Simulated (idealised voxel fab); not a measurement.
This section sets out a process module, namely voxel plated lines.
The cross-section shown here is cut; it is 245 nm wide and divided into square cells measuring 5 nm on a side.
Cross-section = grid of square cells, listed top down in bands; band = one or more rows. In this notation a band is specified by the heights of its top and bottom, in that order and in nm, after which its materials appear from left to right, each paired with its width in nm. The word "edge to edge" attached to a single material means that material fills the band from edge to edge; the word "empty" stands for empty space. Convention: height 0 is the level below which the wafer, as received, is all one material. The lowest band does not terminate at the bottom but continues downward, represented as "0 down". The two numbers in a width such as "30..40" mark its ends across the band: the first belongs to the top row of cells, the second to the bottom row, and from each row to the next the width moves by the same amount. Step note "left unchanged" = no cross-section cell changed. "Fully enclosed voids" lists enclosed empty spaces (at least 8 cells, no open path upward to the top), each as width x height at distance from the left edge, in nm. Anything after a step's settings on that line? It's the simulator's own note about the step. Regarding "overlay nm": on a step with a mask, it is the distance the mask lay to the right of its planned place; a negative value places it to the left.

## Intended process steps
1,RECEIVE,material Si
2,CONFORMAL_DEP,material SiO2,thk nm 10
3,DIRECTIONAL_DEP,material TiN,thk nm 5
4,PATTERN,tone open,mask id LINES,material resist,width nm 15,pitch nm 55,thk nm 15,overlay nm 0
5,EPI,material Ru,thk nm 10
6,STRIP,etch materials resist
7,DIRECTIONAL_ETCH,etch materials TiN,depth nm 5
8,CONFORMAL_DEP,material SiCN,thk nm 10
The wafers are alike at the start. At step 4, their width nm differs. The plan lists the first wafer's value.

## So this is the first of several wafers, cross-sectioned as it came to us, meaning it's at the end of step 1
> 0 down: Si edge to edge
> Fully enclosed voids: none

## First of several wafers in cross-section at module end, following the final step, step 8
> 35 to 25: empty (75)  SiCN (35)  empty (20)  SiCN (35)  empty (80)
> 25 to 20: empty (75)  SiCN (10)  Ru (15)  SiCN (10)  empty (20)  SiCN (10)  Ru (15)  SiCN (10)  empty (80)
> 20 to 15: SiCN (85)  Ru (15)  SiCN (40)  Ru (15)  SiCN (90)
> 15 to 10: SiCN (85)  TiN (15)  SiCN (40)  TiN (15)  SiCN (90)
> 10 to 0: SiO2 edge to edge
> 0 down: Si edge to edge
> Fully enclosed voids: none

## X-section, last wafer, module end
> 35 to 25: empty (65)  SiCN (115)  empty (65)
> 25 to 20: empty (65)  SiCN (10)  Ru (40)  SiCN (15)  Ru (40)  SiCN (10)  empty (65)
> 20 to 15: SiCN (75)  Ru (40)  SiCN (15)  Ru (40)  SiCN (75)
> 15 to 10: SiCN (75)  TiN (40)  SiCN (15)  TiN (40)  SiCN (75)
> 10 to 0: SiO2 edge to edge
> 0 down: Si edge to edge
> Fully enclosed voids: none

## For your reference, the table is organized with a row per wafer; each row reflects the wafer at the end of the module, indicating for each material the cells gained (+) or lost (-) since receipt, and thereafter its closed voids
width nm 15; +12 Ru; +122 SiCN; +98 SiO2; +6 TiN; Fully enclosed voids: none
width nm 20; +16 Ru; +122 SiCN; +98 SiO2; +8 TiN; Fully enclosed voids: none
width nm 25; +20 Ru; +122 SiCN; +98 SiO2; +10 TiN; Fully enclosed voids: none
width nm 30; +24 Ru; +122 SiCN; +98 SiO2; +12 TiN; Fully enclosed voids: none
width nm 35; +28 Ru; +122 SiCN; +98 SiO2; +14 TiN; Fully enclosed voids: none
width nm 40; +32 Ru; +119 SiCN; +98 SiO2; +16 TiN; Fully enclosed voids: none
